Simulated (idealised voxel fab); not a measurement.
Process module in this document: voxel ribs on slabs
Cross-section cut spans 145 nm and uses square cells 5 nm in size.
Cross-section layout: square cells on a grid; listed as bands, top to bottom; a band spans one or more cell rows. For a band, the entry starts with two heights in nm, that of the top and then that of the bottom, and carries on with the band's materials in order from left to right, each alongside its width in nm; the word "everywhere" beside a single material means it fills the band edge to edge, and "blank" means empty space. It should be noted that heights are counted from 0, beneath which the wafer as supplied is of one material throughout, and that the lowest band possesses no lower boundary but continues downward, as written in "0 -> down". Width "30..40": first value at the band's top row of cells, second value at its bottom row, equal change from row to row. Reading "remains unaltered" for a step: not a cell of the cross-section changed in it. The entry "Enclosed void inventory" lists the empty spaces that cover at least 8 cells and have no open path to the top. Each is written as width x height at distance, where the distance is measured from the left edge and all three values are in nm. after a step's settings: what the simulator itself notes on the step. On any step carrying a mask, the "overlay nm" setting, if present on the step's line, tells how far right of its planned place the mask lay; negative values point to the left.

Steps planned for the process:
- 1: RECEIVE [material Si]
- 2: DIRECTIONAL_DEP [material SiO2] [thk nm 30]
- 3: DIRECTIONAL_DEP [material polySi] [thk nm 15]
- 4: MASKED_ETCH [tone cover] [mask id RIB] [width nm 25] [etch materials polySi] [depth nm 5] [overlay nm 0]
- 5: PATTERN [tone cover] [mask id SLAB] [material resist] [width nm 65] [thk nm 20] [overlay nm 0]
- 6: DIRECTIONAL_ETCH [etch materials polySi] [depth nm 10]
- 7: STRIP [etch materials resist]
- 8: FILL_DEP [material SiO2] [thk nm 30]
- 9: CMP [height nm 65]
- 10: DIRECTIONAL_DEP [material TiN] [thk nm 10]
- 11: PATTERN [tone cover] [mask id HEATER] [material resist] [width nm 35] [thk nm 15] [overlay nm 0]
- 12: DIRECTIONAL_ETCH [etch materials TiN] [depth nm 10]
- 13: STRIP [etch materials resist]
- 14: CONFORMAL_DEP [material SiO2] [thk nm 5]

Of two wafers, the first: run according to plan:

Cross-section of the wafer as it came to us, i.e., already through step 1:
> 0 -> down: Si everywhere
> Enclosed void inventory: none

Cross-section of the wafer after step 2:
> 30 -> 0: SiO2 everywhere
> Under the height 0 nothing was changed.

Cross-section of the wafer after step 3:
> 45 -> 30: polySi everywhere
> Under the height 30 nothing was changed.

Cross-section of the wafer after step 4:
> 45 -> 40: blank 60; polySi 25; blank 60
> Under the height 40 nothing was changed.

Cross-section of the wafer after step 5:
> 65 -> 45: blank 40; resist 65; blank 40
> 45 -> 40: blank 40; resist 20; polySi 25; resist 20; blank 40
> Under the height 40 nothing was changed.

Cross-section of the wafer after step 6:
> 65 -> 45: blank 40; resist 65; blank 40
> 45 -> 40: blank 40; resist 20; polySi 25; resist 20; blank 40
> 40 -> 30: blank 40; polySi 65; blank 40
> Under the height 30 nothing was changed.

Cross-section of the wafer after step 7:
> 45 -> 40: blank 60; polySi 25; blank 60
> Under the height 40 nothing was changed.

Cross-section of the wafer after step 8:
> 75 -> 45: SiO2 everywhere
> 45 -> 40: SiO2 60; polySi 25; SiO2 60
> 40 -> 30: SiO2 40; polySi 65; SiO2 40
> Under the height 30 nothing was changed.

Cross-section of the wafer after step 9:
> 65 -> 45: SiO2 everywhere
> Under the height 45 nothing was changed.

Cross-section of the wafer after step 10:
> 75 -> 65: TiN everywhere
> Under the height 65 nothing was changed.

Cross-section of the wafer after step 11:
> 90 -> 75: blank 55; resist 35; blank 55
> Under the height 75 nothing was changed.

Cross-section of the wafer after step 12:
> 90 -> 75: blank 55; resist 35; blank 55
> 75 -> 65: blank 55; TiN 35; blank 55
> Under the height 65 nothing was changed.

Cross-section of the wafer after step 13:
> 75 -> 65: blank 55; TiN 35; blank 55
> Under the height 65 nothing was changed.

Cross-section of the wafer after step 14:
> 80 -> 75: blank 50; SiO2 45; blank 50
> 75 -> 70: blank 50; SiO2 5; TiN 35; SiO2 5; blank 50
> 70 -> 65: SiO2 55; TiN 35; SiO2 55
> Under the height 65 nothing was changed.

Second wafer, same starting state and plan as the first, one mistake in the run, identical through step 3:

Second wafer profile in section, at the moment step 4 of the plan was meant to be complete:
> 45 -> 30: blank 60; polySi 25; blank 60
> Under the height 30 nothing was changed.

Second wafer profile in section, at the moment step 5 of the plan was meant to be complete:
> 65 -> 45: blank 40; resist 65; blank 40
> 45 -> 30: blank 40; resist 20; polySi 25; resist 20; blank 40
> Under the height 30 nothing was changed.

Second wafer profile in section, at the moment step 6 of the plan was meant to be complete: remains unaltered

Second wafer profile in section, at the moment step 7 of the plan was meant to be complete:
> 45 -> 30: blank 60; polySi 25; blank 60
> Under the height 30 nothing was changed.

Second wafer profile in section, at the moment step 8 of the plan was meant to be complete:
> 75 -> 45: SiO2 everywhere
> 45 -> 30: SiO2 60; polySi 25; SiO2 60
> Under the height 30 nothing was changed.

Second wafer profile in section, at the moment step 9 of the plan was meant to be complete:
> 65 -> 45: SiO2 everywhere
> Under the height 45 nothing was changed.

Second wafer profile in section, at the moment step 10 of the plan was meant to be complete:
> 75 -> 65: TiN everywhere
> Under the height 65 nothing was changed.

Second wafer profile in section, at the moment step 11 of the plan was meant to be complete:
> 90 -> 75: blank 55; resist 35; blank 55
> Under the height 75 nothing was changed.

Second wafer profile in section, at the moment step 12 of the plan was meant to be complete:
> 90 -> 75: blank 55; resist 35; blank 55
> 75 -> 65: blank 55; TiN 35; blank 55
> Under the height 65 nothing was changed.

Second wafer profile in section, at the moment step 13 of the plan was meant to be complete:
> 75 -> 65: blank 55; TiN 35; blank 55
> Under the height 65 nothing was changed.

Second wafer profile in section, at the moment step 14 of the plan was meant to be complete:
> 80 -> 75: blank 50; SiO2 45; blank 50
> 75 -> 70: blank 50; SiO2 5; TiN 35; SiO2 5; blank 50
> 70 -> 65: SiO2 55; TiN 35; SiO2 55
> Under the height 65 nothing was changed.
The plan and the run diverged here: note that step 4 departed from the planned setting and was carried out as MASKED_ETCH [tone cover] [mask id RIB] [width nm 25] [etch materials polySi] [depth nm 15] [overlay nm 0]
Final tally in cells, some materials are higher or lower on the second wafer than on the first: 16 more of SiO2, 16 fewer of polySi
